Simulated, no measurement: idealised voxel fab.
The following is a process module called voxel quadruple lines.
Section cut is 165 nm wide and gridded with 5 nm square cells.
Format of a cross-section: grid, square cells. Given as bands. Order: top down. Band: one or more rows of cells.
For a band, the entry starts with two heights in nm, that of the top and then that of the bottom, and carries on with the band's materials in order from left to right, each alongside its width in nm; the word "all across" beside a single material means it fills the band edge to edge, and "air" means empty space.
We count height from 0. Below that, the starting wafer is all one material. The lowest band never ends at the bottom but goes on down; see "top 0, no bottom" for how that is written.
A two-number width, for instance "30 to 40", indicates that the width is equal to the first number in the top row of the band and to the second number in the bottom row, and that it changes by a constant amount per row of cells.
The designation "nothing got changed", where it is given for a processing step, indicates that no cell of the cross-section was altered in the course of that step.
Enclosed voids (no open way to top), threshold 8 cells or more, entry "Enclosed cavities", notation width x height at distance, distance from left edge, nm.
What comes after the settings on a step's line is commentary from the simulator itself on that step.
The "overlay nm" setting may appear on a step's line; for a step that uses a mask, it gives how far to the right of its planned position the mask lay, and a negative value indicates the left.

-- Process steps - plan
1) RECEIVE [material Si]
2) CONFORMAL_DEP [material SiO2] [thk nm 10]
3) DIRECTIONAL_DEP [material Ru] [thk nm 10]
4) DIRECTIONAL_DEP [material polySi] [thk nm 20]
5) DIRECTIONAL_DEP [material aC] [thk nm 25]
6) PATTERN [tone cover] [mask id MANDREL] [material resist] [width nm 25] [thk nm 35] [overlay nm 0]
7) DIRECTIONAL_ETCH [etch materials aC] [depth nm 25]
8) STRIP [etch materials resist]
9) CONFORMAL_DEP [material SiO2] [thk nm 15]
10) DIRECTIONAL_ETCH [etch materials SiO2] [depth nm 15]
11) STRIP [etch materials aC]
12) DIRECTIONAL_ETCH [etch materials polySi] [depth nm 20]
13) STRIP [etch materials SiO2]
14) CONFORMAL_DEP [material SiN] [thk nm 5]
15) DIRECTIONAL_ETCH [etch materials SiN] [depth nm 5]
16) STRIP [etch materials polySi]
17) DIRECTIONAL_ETCH [etch materials Ru] [depth nm 10]
18) STRIP [etch materials SiN]
19) FILL_DEP [material lowk] [thk nm 10]
20) CMP [height nm 20]

-- Received-state cross-section, reflecting completion of step 1
* top 0, no bottom = Si all across
* Enclosed cavities: none

-- Result of the module, cross-sectioned: start per above, plan per above, one error in how it was run
* top 20, bottom 10 = polySi all across
* top 10, bottom 0 = SiO2 all across
* top 0, no bottom = Si all across
* Enclosed cavities: none
Here's what went sideways: ran 3 and 4 in swapped order versus the plan
